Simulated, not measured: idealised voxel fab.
Proc. module: voxel capacitor over wiring
FYI the section here is cut, 275 nm wide, cells are 5 nm squares.
Cross-section format: a grid of square cells, given as bands from top to bottom; each band is one or more rows of cells. For a band, the entry starts with two heights in nm, that of the top and then that of the bottom, and carries on with the band's materials in order from left to right, each alongside its width in nm; the word "everywhere" beside a single material means it fills the band edge to edge, and "empty" means empty space. Below 0: as-received wafer, all one material; heights counted from there. Lowest band: no bottom, goes on down, written "from 0 down". Quick explanation for "30 to 40": the width changes in equal steps down the rows of cells, from the first number in the band's top row to the second number in its bottom row. It should be understood that the words "nothing was modified", when stated for a given step, signify that the cross-section underwent no change in any of its cells during that step. "Catalogued sealed voids" lists enclosed empty spaces (at least 8 cells, no open path upward to the top), each as width x height at distance from the left edge, in nm. Whatever follows a step's settings on its line is a remark the simulator itself makes about that step. If you see "overlay nm" on a step's line and that step has a mask, it's telling you how far right of where it was planned the mask ended up; a negative number means it went left instead.
## The planned process steps are enumerated hereunder
1. RECEIVE: material Si
2. CONFORMAL_DEP: material SiO2, thk nm 15
3. DIRECTIONAL_DEP: material TiN, thk nm 5
4. DIRECTIONAL_DEP: material W, thk nm 15
5. MASKED_ETCH: tone cover, mask id METAL_1, width nm 30, pitch nm 100, etch materials W, depth nm 15, overlay nm 0
6. MASKED_ETCH: tone cover, mask id METAL_1, width nm 20, pitch nm 100, etch materials TiN, depth nm 5, overlay nm 0
7. FILL_DEP: material SiO2, thk nm 10
8. CMP: height nm 35
9. CONFORMAL_DEP: material SiCN, thk nm 5
10. DIRECTIONAL_DEP: material lowk, thk nm 10
11. PATTERN: tone open, mask id PLUG_1, material resist, width nm 15, thk nm 15, overlay nm 0
12. DIRECTIONAL_ETCH: etch materials lowk, depth nm 10
13. DIRECTIONAL_ETCH: etch materials SiCN, depth nm 5
14. STRIP: etch materials resist
15. EPI: material Ru, thk nm 10
16. EPI: material Ru, thk nm 5
17. DIRECTIONAL_DEP: material TiN, thk nm 10
18. DIRECTIONAL_DEP: material SiN, thk nm 5
19. DIRECTIONAL_DEP: material TiN, thk nm 5
20. DIRECTIONAL_DEP: material aC, thk nm 10
21. PATTERN: tone cover, mask id UPPER_PLATE, material resist, width nm 75, thk nm 25, overlay nm 0
22. DIRECTIONAL_ETCH: etch materials aC, depth nm 10
23. STRIP: etch materials resist
24. DIRECTIONAL_ETCH: etch materials TiN, depth nm 5
25. DIRECTIONAL_ETCH: etch materials SiN, depth nm 5
26. STRIP: etch materials aC
27. MASKED_ETCH: tone cover, mask id LOWER_PLATE, width nm 85, etch materials TiN, depth nm 10, overlay nm 0
28. FILL_DEP: material SiO2, thk nm 20
29. CMP: height nm 85
30. MASKED_ETCH: tone open, mask id PLUG_2, width nm 15, etch materials SiO2, depth nm 15, overlay nm 0
31. CONFORMAL_DEP: material TiN, thk nm 5
32. FILL_DEP: material Ru, thk nm 5
33. CMP: height nm 85
34. CONFORMAL_DEP: material SiN, thk nm 5
Variable across wafers: step 6 width nm (plan value is that of the first wafer; starting state common to all).
## Cross-section, first of several wafers, as delivered after step 1
- from 0 down = Si everywhere
- Catalogued sealed voids: none
## The rows of the table below are wafers. Looking at the end of the module, a row counts, for every material, the cells the wafer has gained, shown as (+), or lost, shown as (-), since it was received; its closed voids come next
width nm 20 | +11 Ru | +52 SiCN | +70 SiN | +649 SiO2 | +68 TiN | +36 W | +104 lowk | Catalogued sealed voids: none
width nm 25 | +11 Ru | +52 SiCN | +70 SiN | +649 SiO2 | +68 TiN | +36 W | +104 lowk | Catalogued sealed voids: none
width nm 30 | +11 Ru | +52 SiCN | +70 SiN | +649 SiO2 | +68 TiN | +36 W | +104 lowk | Catalogued sealed voids: none
width nm 35 | +11 Ru | +52 SiCN | +70 SiN | +647 SiO2 | +70 TiN | +36 W | +104 lowk | Catalogued sealed voids: none
width nm 40 | +11 Ru | +52 SiCN | +70 SiN | +645 SiO2 | +72 TiN | +36 W | +104 lowk | Catalogued sealed voids: none
width nm 45 | +11 Ru | +52 SiCN | +70 SiN | +643 SiO2 | +74 TiN | +36 W | +104 lowk | Catalogued sealed voids: none
